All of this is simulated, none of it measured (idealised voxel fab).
Process module, titled voxel air gaps
Square cell edge 5 nm, section width 205 nm, ID cut.
If you're reading a cross-section in this doc, picture square cells in a grid; it comes to you as bands, top ones listed first down to the bottom, and a band can be one or more rows of cells. Look at the band entry: it leads with the top's height and the bottom's height in nm. Then it lists the materials left to right, with a width in nm for each. The word "edge to edge" on a single material says that material fills the band edge to edge. The word "air" is empty space. Height reference: 0 = level under which incoming wafer is all one material. Lowest band: no bottom, runs on downward, e.g. "0 down". Width: "30->40" (first number = top row, second number = bottom row, same change from row to row of cells). Reading "remained the same" for a step: not a cell of the cross-section changed in it. Basically, "Cavities, sealed" tells you about the enclosed voids: empty spaces with no open way to the top, 8 cells or bigger, each written width x height at distance, where distance is from the left edge, all in nm. Where a step's line continues beyond its settings, the continuation is a remark by the simulator itself on that step. overlay nm: where the mask lay relative to plan, measured to the right, on steps with a mask; negatives go left.

Planned step list for the process:
| 1 | RECEIVE with material Si |
| 2 | CONFORMAL_DEP with material SiO2, thk nm 10 |
| 3 | CONFORMAL_DEP with material SiN, thk nm 5 |
| 4 | DIRECTIONAL_DEP with material SiO2, thk nm 40 |
| 5 | PATTERN with tone open, mask id LINES, material resist, width nm 15, pitch nm 40, thk nm 20, overlay nm 0 |
| 6 | DIRECTIONAL_ETCH with etch materials SiO2, depth nm 40 |
| 7 | STRIP with etch materials resist |
| 8 | CONFORMAL_DEP with material TiN, thk nm 5 |
| 9 | FILL_DEP with material Cu, thk nm 5 |
| 10 | CMP with height nm 55 |
| 11 | EPI with material Ru, thk nm 10 |
| 12 | SELECTIVE_ETCH with etch materials SiO2, depth nm 50 |
| 13 | CONFORMAL_DEP with material SiN, thk nm 5 |

First of two wafers, processed according to plan:

The cross-section here shows the wafer as received, i.e. in its state after step 1:
* 0 down  Si edge to edge
* Cavities, sealed: none

The wafer, seen in cross-section, after step 2:
* 10 to 0  SiO2 edge to edge
* No changes below 0.

The wafer, seen in cross-section, after step 3:
* 15 to 10  SiN edge to edge
* No changes below 10.

The wafer, seen in cross-section, after step 4:
* 55 to 15  SiO2 edge to edge
* No changes below 15.

The wafer, seen in cross-section, after step 5:
* 75 to 55  resist: 55; air: 15; resist: 25; air: 15; resist: 25; air: 15; resist: 55
* No changes below 55.

The wafer, seen in cross-section, after step 6:
* 75 to 55  resist: 55; air: 15; resist: 25; air: 15; resist: 25; air: 15; resist: 55
* 55 to 15  SiO2: 55; air: 15; SiO2: 25; air: 15; SiO2: 25; air: 15; SiO2: 55
* No changes below 15.

The wafer, seen in cross-section, after step 7:
* 55 to 15  SiO2: 55; air: 15; SiO2: 25; air: 15; SiO2: 25; air: 15; SiO2: 55
* No changes below 15.

The wafer, seen in cross-section, after step 8:
* 60 to 55  TiN: 60; air: 5; TiN: 35; air: 5; TiN: 35; air: 5; TiN: 60
* 55 to 20  SiO2: 55; TiN: 5; air: 5; TiN: 5; SiO2: 25; TiN: 5; air: 5; TiN: 5; SiO2: 25; TiN: 5; air: 5; TiN: 5; SiO2: 55
* 20 to 15  SiO2: 55; TiN: 15; SiO2: 25; TiN: 15; SiO2: 25; TiN: 15; SiO2: 55
* No changes below 15.

The wafer, seen in cross-section, after step 9:
* 65 to 60  Cu edge to edge
* 60 to 55  TiN: 60; Cu: 5; TiN: 35; Cu: 5; TiN: 35; Cu: 5; TiN: 60
* 55 to 20  SiO2: 55; TiN: 5; Cu: 5; TiN: 5; SiO2: 25; TiN: 5; Cu: 5; TiN: 5; SiO2: 25; TiN: 5; Cu: 5; TiN: 5; SiO2: 55
* No changes below 20.

The wafer, seen in cross-section, after step 10:
* 55 to 20  SiO2: 55; TiN: 5; Cu: 5; TiN: 5; SiO2: 25; TiN: 5; Cu: 5; TiN: 5; SiO2: 25; TiN: 5; Cu: 5; TiN: 5; SiO2: 55
* No changes below 20.

The wafer, seen in cross-section, after step 11:
* 65 to 55  air: 45; Ru: 35; air: 5; Ru: 35; air: 5; Ru: 35; air: 45
* No changes below 55.

The wafer, seen in cross-section, after step 12:
* 65 to 55  air: 45; Ru: 35; air: 5; Ru: 35; air: 5; Ru: 35; air: 45
* 55 to 20  air: 55; TiN: 5; Cu: 5; TiN: 5; air: 25; TiN: 5; Cu: 5; TiN: 5; air: 25; TiN: 5; Cu: 5; TiN: 5; air: 55
* 20 to 15  air: 55; TiN: 15; air: 25; TiN: 15; air: 25; TiN: 15; air: 55
* No changes below 15.

The wafer, seen in cross-section, after step 13:
* 70 to 65  air: 40; SiN: 125; air: 40
* 65 to 55  air: 40; SiN: 5; Ru: 35; SiN: 5; Ru: 35; SiN: 5; Ru: 35; SiN: 5; air: 40
* 55 to 50  air: 40; SiN: 15; TiN: 5; Cu: 5; TiN: 5; SiN: 25; TiN: 5; Cu: 5; TiN: 5; SiN: 25; TiN: 5; Cu: 5; TiN: 5; SiN: 15; air: 40
* 50 to 20  air: 50; SiN: 5; TiN: 5; Cu: 5; TiN: 5; SiN: 5; air: 15; SiN: 5; TiN: 5; Cu: 5; TiN: 5; SiN: 5; air: 15; SiN: 5; TiN: 5; Cu: 5; TiN: 5; SiN: 5; air: 50
* 20 to 15  SiN: 55; TiN: 15; SiN: 25; TiN: 15; SiN: 25; TiN: 15; SiN: 55
* No changes below 15.
* Cavities, sealed: 15 x 30 at 75; 15 x 30 at 115

Notes, second wafer: start = first wafer's, plan = first wafer's, execution had one mistake; history identical to first through step 10:

Second wafer at the planned finish of step 11, seen in cross-section:
* 75 to 55  air: 35; Ru: 135; air: 35
* No changes below 55.

Second wafer at the planned finish of step 12, seen in cross-section:
* 75 to 55  air: 35; Ru: 135; air: 35
* 55 to 20  air: 55; TiN: 5; Cu: 5; TiN: 5; SiO2: 25; TiN: 5; Cu: 5; TiN: 5; SiO2: 25; TiN: 5; Cu: 5; TiN: 5; air: 55
* 20 to 15  air: 55; TiN: 15; SiO2: 25; TiN: 15; SiO2: 25; TiN: 15; air: 55
* No changes below 15.

Second wafer at the planned finish of step 13, seen in cross-section:
* 80 to 75  air: 30; SiN: 145; air: 30
* 75 to 55  air: 30; SiN: 5; Ru: 135; SiN: 5; air: 30
* 55 to 50  air: 30; SiN: 25; TiN: 5; Cu: 5; TiN: 5; SiO2: 25; TiN: 5; Cu: 5; TiN: 5; SiO2: 25; TiN: 5; Cu: 5; TiN: 5; SiN: 25; air: 30
* 50 to 20  air: 50; SiN: 5; TiN: 5; Cu: 5; TiN: 5; SiO2: 25; TiN: 5; Cu: 5; TiN: 5; SiO2: 25; TiN: 5; Cu: 5; TiN: 5; SiN: 5; air: 50
* 20 to 15  SiN: 55; TiN: 15; SiO2: 25; TiN: 15; SiO2: 25; TiN: 15; SiN: 55
* No changes below 15.
It is concluded that the wafer was processed incorrectly with respect to the plan, in that the plan had its step 11 run twice
The closing comparison, in cells, has the second wafer with more or fewer of some materials than the first: +66 Ru, -36 SiN, +80 SiO2
The second wafer ends with 0 closed voids, and the first wafer ends with 2.
